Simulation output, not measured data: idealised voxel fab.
The following is a process module called voxel wiring stack.
The cross-section shown here is cut; it is 245 nm wide and divided into square cells measuring 5 nm on a side.
This document writes a cross-section as a grid whose cells are square, and gives it as bands, listed from the top down; one or more rows of cells form a band. Top, bottom (nm), then materials left to right with widths (nm); lone material tagged "edge to edge" fills the whole band edge to edge; "empty" = empty space. Zero point of the height axis is 0; under it, received wafer = one material. Lowest band: continues down indefinitely, "0 and below". When a width is written as two numbers, as in "30->40", the first number is the width in the top row of cells of the band and the second is the width in its bottom row, and the width changes by the same amount from each row to the next. "remained the same", as given for a step, is the statement that not any cell of the cross-section underwent a change during that step. If an empty space has no open way to the top and is at least 8 cells in size, "Enclosed void catalog" lists it, written width x height at distance, where distance is measured from the left edge and every value is in nm. Step line, after settings: the simulator's comment on this step. You can add "overlay nm" to a step's line. For a step with a mask, it describes how far the mask lay to the right of its planned position, and a negative number describes a lay to the left.
## These are the steps we planned for the process
step 1: RECEIVE with material Si
step 2: CONFORMAL_DEP with material SiO2, thk nm 15
step 3: DIRECTIONAL_DEP with material TiN, thk nm 5
step 4: DIRECTIONAL_DEP with material W, thk nm 25
step 5: MASKED_ETCH with tone cover, mask id METAL_1, width nm 25, pitch nm 50, etch materials W, depth nm 25, overlay nm 0
step 6: MASKED_ETCH with tone cover, mask id METAL_1, width nm 25, pitch nm 50, etch materials TiN, depth nm 5, overlay nm 0
step 7: CONFORMAL_DEP with material SiN, thk nm 5
step 8: FILL_DEP with material SiO2, thk nm 5
step 9: CMP with height nm 45
step 10: CONFORMAL_DEP with material SiCN, thk nm 5
step 11: DIRECTIONAL_DEP with material lowk, thk nm 15
step 12: DIRECTIONAL_DEP with material aC, thk nm 15
step 13: PATTERN with tone open, mask id PLUG_1, material resist, width nm 15, thk nm 35, overlay nm 0
step 14: DIRECTIONAL_ETCH with etch materials aC, depth nm 15
step 15: STRIP with etch materials resist
step 16: DIRECTIONAL_ETCH with etch materials lowk, depth nm 15
step 17: DIRECTIONAL_ETCH with etch materials SiCN, depth nm 5
step 18: STRIP with etch materials aC
step 19: EPI with material Ru, thk nm 10
step 20: EPI with material Ru, thk nm 10
step 21: DIRECTIONAL_DEP with material TiN, thk nm 5
step 22: DIRECTIONAL_DEP with material W, thk nm 20
step 23: PATTERN with tone cover, mask id METAL_2, material resist, width nm 25, pitch nm 50, thk nm 15, overlay nm 0
step 24: DIRECTIONAL_ETCH with etch materials W, depth nm 20
step 25: DIRECTIONAL_ETCH with etch materials TiN, depth nm 5
step 26: STRIP with etch materials resist
step 27: CONFORMAL_DEP with material SiCN, thk nm 5
step 28: FILL_DEP with material SiO2, thk nm 5
step 29: CMP with height nm 90
step 30: CONFORMAL_DEP with material SiCN, thk nm 5
step 31: DIRECTIONAL_DEP with material lowk, thk nm 30
step 32: MASKED_ETCH with tone open, mask id METAL_3, width nm 25, pitch nm 50, etch materials lowk, depth nm 15, overlay nm 0
step 33: PATTERN with tone open, mask id METAL_3_HOLES, material resist, width nm 15, thk nm 15, overlay nm 0
step 34: DIRECTIONAL_ETCH with etch materials lowk, depth nm 15
step 35: DIRECTIONAL_ETCH with etch materials SiCN, depth nm 5
step 36: STRIP with etch materials resist
step 37: CONFORMAL_DEP with material TiN, thk nm 5
step 38: FILL_DEP with material Cu, thk nm 10
step 39: CMP with height nm 125
step 40: CONFORMAL_DEP with material SiCN, thk nm 5
## The first of the two wafers, which ran as planned
## Here's what the wafer looked like in cross-section when it arrived - that's after step 1
0 and below = Si edge to edge
Enclosed void catalog: none
## Cross-section: wafer state after step 2
15 down to 0 = SiO2 edge to edge
Below 0 it's all the same as before, nothing changed down there.
## Cross-section: wafer state after step 3
20 down to 15 = TiN edge to edge
Below 15 it's all the same as before, nothing changed down there.
## Cross-section: wafer state after step 4
45 down to 20 = W edge to edge
Below 20 it's all the same as before, nothing changed down there.
## Cross-section: wafer state after step 5
45 down to 20 = 85 nm empty; 25 nm W; 25 nm empty; 25 nm W; 85 nm empty
Below 20 it's all the same as before, nothing changed down there.
## Cross-section: wafer state after step 6
45 down to 20 = 85 nm empty; 25 nm W; 25 nm empty; 25 nm W; 85 nm empty
20 down to 15 = 85 nm empty; 25 nm TiN; 25 nm empty; 25 nm TiN; 85 nm empty
Below 15 it's all the same as before, nothing changed down there.
## Cross-section: wafer state after step 7
50 down to 45 = 80 nm empty; 35 nm SiN; 15 nm empty; 35 nm SiN; 80 nm empty
45 down to 20 = 80 nm empty; 5 nm SiN; 25 nm W; 5 nm SiN; 15 nm empty; 5 nm SiN; 25 nm W; 5 nm SiN; 80 nm empty
20 down to 15 = 85 nm SiN; 25 nm TiN; 25 nm SiN; 25 nm TiN; 85 nm SiN
Below 15 it's all the same as before, nothing changed down there.
## Cross-section: wafer state after step 8
55 down to 50 = SiO2 edge to edge
50 down to 45 = 80 nm SiO2; 35 nm SiN; 15 nm SiO2; 35 nm SiN; 80 nm SiO2
45 down to 20 = 80 nm SiO2; 5 nm SiN; 25 nm W; 5 nm SiN; 15 nm SiO2; 5 nm SiN; 25 nm W; 5 nm SiN; 80 nm SiO2
Below 20 it's all the same as before, nothing changed down there.
## Cross-section: wafer state after step 9
45 down to 20 = 80 nm SiO2; 5 nm SiN; 25 nm W; 5 nm SiN; 15 nm SiO2; 5 nm SiN; 25 nm W; 5 nm SiN; 80 nm SiO2
Below 20 it's all the same as before, nothing changed down there.
## Cross-section: wafer state after step 10
50 down to 45 = SiCN edge to edge
Below 45 it's all the same as before, nothing changed down there.
## Cross-section: wafer state after step 11
65 down to 50 = lowk edge to edge
Below 50 it's all the same as before, nothing changed down there.
## Cross-section: wafer state after step 12
80 down to 65 = aC edge to edge
Below 65 it's all the same as before, nothing changed down there.
## Cross-section: wafer state after step 13
115 down to 80 = 85 nm resist; 15 nm empty; 145 nm resist
Below 80 it's all the same as before, nothing changed down there.
## Cross-section: wafer state after step 14
100 down to 80 = 85 nm resist; 15 nm empty; 145 nm resist
80 down to 65 = 85 nm aC; 15 nm empty; 145 nm aC
Below 65 it's all the same as before, nothing changed down there.
## Cross-section: wafer state after step 15
80 down to 65 = 85 nm aC; 15 nm empty; 145 nm aC
Below 65 it's all the same as before, nothing changed down there.
## Cross-section: wafer state after step 16
80 down to 65 = 85 nm aC; 15 nm empty; 145 nm aC
65 down to 50 = 85 nm lowk; 15 nm empty; 145 nm lowk
Below 50 it's all the same as before, nothing changed down there.
## Cross-section: wafer state after step 17
80 down to 65 = 85 nm aC; 15 nm empty; 145 nm aC
65 down to 50 = 85 nm lowk; 15 nm empty; 145 nm lowk
50 down to 45 = 85 nm SiCN; 15 nm empty; 145 nm SiCN
Below 45 it's all the same as before, nothing changed down there.
## Cross-section: wafer state after step 18
65 down to 50 = 85 nm lowk; 15 nm empty; 145 nm lowk
Below 50 it's all the same as before, nothing changed down there.
## Cross-section: wafer state after step 19
65 down to 55 = 85 nm lowk; 15 nm empty; 145 nm lowk
55 down to 50 = 85 nm lowk; 15 nm Ru; 145 nm lowk
50 down to 45 = 85 nm SiCN; 15 nm Ru; 145 nm SiCN
Below 45 it's all the same as before, nothing changed down there.
## Cross-section: wafer state after step 20
65 down to 50 = 85 nm lowk; 15 nm Ru; 145 nm lowk
Below 50 it's all the same as before, nothing changed down there.
## Cross-section: wafer state after step 21
70 down to 65 = TiN edge to edge
Below 65 it's all the same as before, nothing changed down there.
## Cross-section: wafer state after step 22
90 down to 70 = W edge to edge
Below 70 it's all the same as before, nothing changed down there.
## Cross-section: wafer state after step 23
105 down to 90 = 85 nm empty; 25 nm resist; 25 nm empty; 25 nm resist; 85 nm empty
Below 90 it's all the same as before, nothing changed down there.
## Cross-section: wafer state after step 24
105 down to 90 = 85 nm empty; 25 nm resist; 25 nm empty; 25 nm resist; 85 nm empty
90 down to 70 = 85 nm empty; 25 nm W; 25 nm empty; 25 nm W; 85 nm empty
Below 70 it's all the same as before, nothing changed down there.
## Cross-section: wafer state after step 25
105 down to 90 = 85 nm empty; 25 nm resist; 25 nm empty; 25 nm resist; 85 nm empty
90 down to 70 = 85 nm empty; 25 nm W; 25 nm empty; 25 nm W; 85 nm empty
70 down to 65 = 85 nm empty; 25 nm TiN; 25 nm empty; 25 nm TiN; 85 nm empty
Below 65 it's all the same as before, nothing changed down there.
## Cross-section: wafer state after step 26
90 down to 70 = 85 nm empty; 25 nm W; 25 nm empty; 25 nm W; 85 nm empty
Below 70 it's all the same as before, nothing changed down there.
## Cross-section: wafer state after step 27
95 down to 90 = 80 nm empty; 35 nm SiCN; 15 nm empty; 35 nm SiCN; 80 nm empty
90 down to 70 = 80 nm empty; 5 nm SiCN; 25 nm W; 5 nm SiCN; 15 nm empty; 5 nm SiCN; 25 nm W; 5 nm SiCN; 80 nm empty
70 down to 65 = 85 nm SiCN; 25 nm TiN; 25 nm SiCN; 25 nm TiN; 85 nm SiCN
Below 65 it's all the same as before, nothing changed down there.
## Cross-section: wafer state after step 28
100 down to 95 = SiO2 edge to edge
95 down to 90 = 80 nm SiO2; 35 nm SiCN; 15 nm SiO2; 35 nm SiCN; 80 nm SiO2
90 down to 70 = 80 nm SiO2; 5 nm SiCN; 25 nm W; 5 nm SiCN; 15 nm SiO2; 5 nm SiCN; 25 nm W; 5 nm SiCN; 80 nm SiO2
Below 70 it's all the same as before, nothing changed down there.
## Cross-section: wafer state after step 29
90 down to 70 = 80 nm SiO2; 5 nm SiCN; 25 nm W; 5 nm SiCN; 15 nm SiO2; 5 nm SiCN; 25 nm W; 5 nm SiCN; 80 nm SiO2
Below 70 it's all the same as before, nothing changed down there.
## Cross-section: wafer state after step 30
95 down to 90 = SiCN edge to edge
Below 90 it's all the same as before, nothing changed down there.
## Cross-section: wafer state after step 31
125 down to 95 = lowk edge to edge
Below 95 it's all the same as before, nothing changed down there.
## Cross-section: wafer state after step 32
125 down to 110 = 85 nm lowk; 25 nm empty; 25 nm lowk; 25 nm empty; 85 nm lowk
Below 110 it's all the same as before, nothing changed down there.
## Cross-section: wafer state after step 33
140 down to 125 = 85 nm resist; 15 nm empty; 145 nm resist
125 down to 110 = 85 nm lowk; 15 nm empty; 10 nm resist; 25 nm lowk; 25 nm resist; 85 nm lowk
Below 110 it's all the same as before, nothing changed down there.
## Cross-section: wafer state after step 34
140 down to 125 = 85 nm resist; 15 nm empty; 145 nm resist
125 down to 110 = 85 nm lowk; 15 nm empty; 10 nm resist; 25 nm lowk; 25 nm resist; 85 nm lowk
110 down to 95 = 85 nm lowk; 15 nm empty; 145 nm lowk
Below 95 it's all the same as before, nothing changed down there.
## Cross-section: wafer state after step 35
140 down to 125 = 85 nm resist; 15 nm empty; 145 nm resist
125 down to 110 = 85 nm lowk; 15 nm empty; 10 nm resist; 25 nm lowk; 25 nm resist; 85 nm lowk
110 down to 95 = 85 nm lowk; 15 nm empty; 145 nm lowk
95 down to 90 = 85 nm SiCN; 15 nm empty; 145 nm SiCN
Below 90 it's all the same as before, nothing changed down there.
## Cross-section: wafer state after step 36
125 down to 110 = 85 nm lowk; 25 nm empty; 25 nm lowk; 25 nm empty; 85 nm lowk
Below 110 it's all the same as before, nothing changed down there.
## Cross-section: wafer state after step 37
130 down to 125 = 90 nm TiN; 15 nm empty; 35 nm TiN; 15 nm empty; 90 nm TiN
125 down to 115 = 85 nm lowk; 5 nm TiN; 15 nm empty; 5 nm TiN; 25 nm lowk; 5 nm TiN; 15 nm empty; 5 nm TiN; 85 nm lowk
115 down to 110 = 85 nm lowk; 5 nm TiN; 5 nm empty; 15 nm TiN; 25 nm lowk; 25 nm TiN; 85 nm lowk
110 down to 95 = 85 nm lowk; 5 nm TiN; 5 nm empty; 5 nm TiN; 145 nm lowk
95 down to 90 = 85 nm SiCN; 15 nm TiN; 145 nm SiCN
Below 90 it's all the same as before, nothing changed down there.
## Cross-section: wafer state after step 38
140 down to 130 = Cu edge to edge
130 down to 125 = 90 nm TiN; 15 nm Cu; 35 nm TiN; 15 nm Cu; 90 nm TiN
125 down to 115 = 85 nm lowk; 5 nm TiN; 15 nm Cu; 5 nm TiN; 25 nm lowk; 5 nm TiN; 15 nm Cu; 5 nm TiN; 85 nm lowk
115 down to 110 = 85 nm lowk; 5 nm TiN; 5 nm Cu; 15 nm TiN; 25 nm lowk; 25 nm TiN; 85 nm lowk
110 down to 95 = 85 nm lowk; 5 nm TiN; 5 nm Cu; 5 nm TiN; 145 nm lowk
Below 95 it's all the same as before, nothing changed down there.
## Cross-section: wafer state after step 39
125 down to 115 = 85 nm lowk; 5 nm TiN; 15 nm Cu; 5 nm TiN; 25 nm lowk; 5 nm TiN; 15 nm Cu; 5 nm TiN; 85 nm lowk
Below 115 it's all the same as before, nothing changed down there.
## Cross-section: wafer state after step 40
130 down to 125 = SiCN edge to edge
Below 125 it's all the same as before, nothing changed down there.
## Wafer two: like wafer one in start and plan, but with one mistake in execution; identical up to and including step 8
## What the second wafer looks like in cross-section when step 9 should have wrapped up
35 down to 20 = 80 nm SiO2; 5 nm SiN; 25 nm W; 5 nm SiN; 15 nm SiO2; 5 nm SiN; 25 nm W; 5 nm SiN; 80 nm SiO2
Below 20 it's all the same as before, nothing changed down there.
## What the second wafer looks like in cross-section when step 10 should have wrapped up
40 down to 35 = SiCN edge to edge
Below 35 it's all the same as before, nothing changed down there.
## What the second wafer looks like in cross-section when step 11 should have wrapped up
55 down to 40 = lowk edge to edge
Below 40 it's all the same as before, nothing changed down there.
## What the second wafer looks like in cross-section when step 12 should have wrapped up
70 down to 55 = aC edge to edge
Below 55 it's all the same as before, nothing changed down there.
## What the second wafer looks like in cross-section when step 13 should have wrapped up
105 down to 70 = 85 nm resist; 15 nm empty; 145 nm resist
Below 70 it's all the same as before, nothing changed down there.
## What the second wafer looks like in cross-section when step 14 should have wrapped up
90 down to 70 = 85 nm resist; 15 nm empty; 145 nm resist
70 down to 55 = 85 nm aC; 15 nm empty; 145 nm aC
Below 55 it's all the same as before, nothing changed down there.
## What the second wafer looks like in cross-section when step 15 should have wrapped up
70 down to 55 = 85 nm aC; 15 nm empty; 145 nm aC
Below 55 it's all the same as before, nothing changed down there.
## What the second wafer looks like in cross-section when step 16 should have wrapped up
70 down to 55 = 85 nm aC; 15 nm empty; 145 nm aC
55 down to 40 = 85 nm lowk; 15 nm empty; 145 nm lowk
Below 40 it's all the same as before, nothing changed down there.
## What the second wafer looks like in cross-section when step 17 should have wrapped up
70 down to 55 = 85 nm aC; 15 nm empty; 145 nm aC
55 down to 40 = 85 nm lowk; 15 nm empty; 145 nm lowk
40 down to 35 = 85 nm SiCN; 15 nm empty; 145 nm SiCN
Below 35 it's all the same as before, nothing changed down there.
## What the second wafer looks like in cross-section when step 18 should have wrapped up
55 down to 40 = 85 nm lowk; 15 nm empty; 145 nm lowk
Below 40 it's all the same as before, nothing changed down there.
## What the second wafer looks like in cross-section when step 19 should have wrapped up
55 down to 45 = 85 nm lowk; 15 nm empty; 145 nm lowk
45 down to 40 = 85 nm lowk; 15 nm Ru; 145 nm lowk
40 down to 35 = 85 nm SiCN; 15 nm Ru; 145 nm SiCN
Below 35 it's all the same as before, nothing changed down there.
## What the second wafer looks like in cross-section when step 20 should have wrapped up
55 down to 40 = 85 nm lowk; 15 nm Ru; 145 nm lowk
Below 40 it's all the same as before, nothing changed down there.
## What the second wafer looks like in cross-section when step 21 should have wrapped up
60 down to 55 = TiN edge to edge
Below 55 it's all the same as before, nothing changed down there.
## What the second wafer looks like in cross-section when step 22 should have wrapped up
80 down to 60 = W edge to edge
Below 60 it's all the same as before, nothing changed down there.
## What the second wafer looks like in cross-section when step 23 should have wrapped up
95 down to 80 = 85 nm empty; 25 nm resist; 25 nm empty; 25 nm resist; 85 nm empty
Below 80 it's all the same as before, nothing changed down there.
## What the second wafer looks like in cross-section when step 24 should have wrapped up
95 down to 80 = 85 nm empty; 25 nm resist; 25 nm empty; 25 nm resist; 85 nm empty
80 down to 60 = 85 nm empty; 25 nm W; 25 nm empty; 25 nm W; 85 nm empty
Below 60 it's all the same as before, nothing changed down there.
## What the second wafer looks like in cross-section when step 25 should have wrapped up
95 down to 80 = 85 nm empty; 25 nm resist; 25 nm empty; 25 nm resist; 85 nm empty
80 down to 60 = 85 nm empty; 25 nm W; 25 nm empty; 25 nm W; 85 nm empty
60 down to 55 = 85 nm empty; 25 nm TiN; 25 nm empty; 25 nm TiN; 85 nm empty
Below 55 it's all the same as before, nothing changed down there.
## What the second wafer looks like in cross-section when step 26 should have wrapped up
80 down to 60 = 85 nm empty; 25 nm W; 25 nm empty; 25 nm W; 85 nm empty
Below 60 it's all the same as before, nothing changed down there.
## What the second wafer looks like in cross-section when step 27 should have wrapped up
85 down to 80 = 80 nm empty; 35 nm SiCN; 15 nm empty; 35 nm SiCN; 80 nm empty
80 down to 60 = 80 nm empty; 5 nm SiCN; 25 nm W; 5 nm SiCN; 15 nm empty; 5 nm SiCN; 25 nm W; 5 nm SiCN; 80 nm empty
60 down to 55 = 85 nm SiCN; 25 nm TiN; 25 nm SiCN; 25 nm TiN; 85 nm SiCN
Below 55 it's all the same as before, nothing changed down there.
## What the second wafer looks like in cross-section when step 28 should have wrapped up
90 down to 85 = SiO2 edge to edge
85 down to 80 = 80 nm SiO2; 35 nm SiCN; 15 nm SiO2; 35 nm SiCN; 80 nm SiO2
80 down to 60 = 80 nm SiO2; 5 nm SiCN; 25 nm W; 5 nm SiCN; 15 nm SiO2; 5 nm SiCN; 25 nm W; 5 nm SiCN; 80 nm SiO2
Below 60 it's all the same as before, nothing changed down there.
What the second wafer looks like in cross-section when step 29 should have wrapped up: remained the same
## What the second wafer looks like in cross-section when step 30 should have wrapped up
95 down to 90 = SiCN edge to edge
Below 90 it's all the same as before, nothing changed down there.
## What the second wafer looks like in cross-section when step 31 should have wrapped up
125 down to 95 = lowk edge to edge
Below 95 it's all the same as before, nothing changed down there.
## What the second wafer looks like in cross-section when step 32 should have wrapped up
125 down to 110 = 85 nm lowk; 25 nm empty; 25 nm lowk; 25 nm empty; 85 nm lowk
Below 110 it's all the same as before, nothing changed down there.
## What the second wafer looks like in cross-section when step 33 should have wrapped up
140 down to 125 = 85 nm resist; 15 nm empty; 145 nm resist
125 down to 110 = 85 nm lowk; 15 nm empty; 10 nm resist; 25 nm lowk; 25 nm resist; 85 nm lowk
Below 110 it's all the same as before, nothing changed down there.
## What the second wafer looks like in cross-section when step 34 should have wrapped up
140 down to 125 = 85 nm resist; 15 nm empty; 145 nm resist
125 down to 110 = 85 nm lowk; 15 nm empty; 10 nm resist; 25 nm lowk; 25 nm resist; 85 nm lowk
110 down to 95 = 85 nm lowk; 15 nm empty; 145 nm lowk
Below 95 it's all the same as before, nothing changed down there.
## What the second wafer looks like in cross-section when step 35 should have wrapped up
140 down to 125 = 85 nm resist; 15 nm empty; 145 nm resist
125 down to 110 = 85 nm lowk; 15 nm empty; 10 nm resist; 25 nm lowk; 25 nm resist; 85 nm lowk
110 down to 95 = 85 nm lowk; 15 nm empty; 145 nm lowk
95 down to 90 = 85 nm SiCN; 15 nm empty; 145 nm SiCN
Below 90 it's all the same as before, nothing changed down there.
## What the second wafer looks like in cross-section when step 36 should have wrapped up
125 down to 110 = 85 nm lowk; 25 nm empty; 25 nm lowk; 25 nm empty; 85 nm lowk
Below 110 it's all the same as before, nothing changed down there.
## What the second wafer looks like in cross-section when step 37 should have wrapped up
130 down to 125 = 90 nm TiN; 15 nm empty; 35 nm TiN; 15 nm empty; 90 nm TiN
125 down to 115 = 85 nm lowk; 5 nm TiN; 15 nm empty; 5 nm TiN; 25 nm lowk; 5 nm TiN; 15 nm empty; 5 nm TiN; 85 nm lowk
115 down to 110 = 85 nm lowk; 5 nm TiN; 5 nm empty; 15 nm TiN; 25 nm lowk; 25 nm TiN; 85 nm lowk
110 down to 95 = 85 nm lowk; 5 nm TiN; 5 nm empty; 5 nm TiN; 145 nm lowk
95 down to 90 = 85 nm SiCN; 15 nm TiN; 145 nm SiCN
Below 90 it's all the same as before, nothing changed down there.
## What the second wafer looks like in cross-section when step 38 should have wrapped up
140 down to 130 = Cu edge to edge
130 down to 125 = 90 nm TiN; 15 nm Cu; 35 nm TiN; 15 nm Cu; 90 nm TiN
125 down to 115 = 85 nm lowk; 5 nm TiN; 15 nm Cu; 5 nm TiN; 25 nm lowk; 5 nm TiN; 15 nm Cu; 5 nm TiN; 85 nm lowk
115 down to 110 = 85 nm lowk; 5 nm TiN; 5 nm Cu; 15 nm TiN; 25 nm lowk; 25 nm TiN; 85 nm lowk
110 down to 95 = 85 nm lowk; 5 nm TiN; 5 nm Cu; 5 nm TiN; 145 nm lowk
Below 95 it's all the same as before, nothing changed down there.
## What the second wafer looks like in cross-section when step 39 should have wrapped up
125 down to 115 = 85 nm lowk; 5 nm TiN; 15 nm Cu; 5 nm TiN; 25 nm lowk; 5 nm TiN; 15 nm Cu; 5 nm TiN; 85 nm lowk
Below 115 it's all the same as before, nothing changed down there.
## What the second wafer looks like in cross-section when step 40 should have wrapped up
130 down to 125 = SiCN edge to edge
Below 125 it's all the same as before, nothing changed down there.
Want to know what went wrong? it should be noted that step 9 was executed with settings other than those planned, the operation and settings actually applied being CMP with height nm 35
Final cells, second wafer relative to first, materials higher or lower: SiCN: 14 more | SiN: 8 fewer | SiO2: 14 more | W: 20 fewer
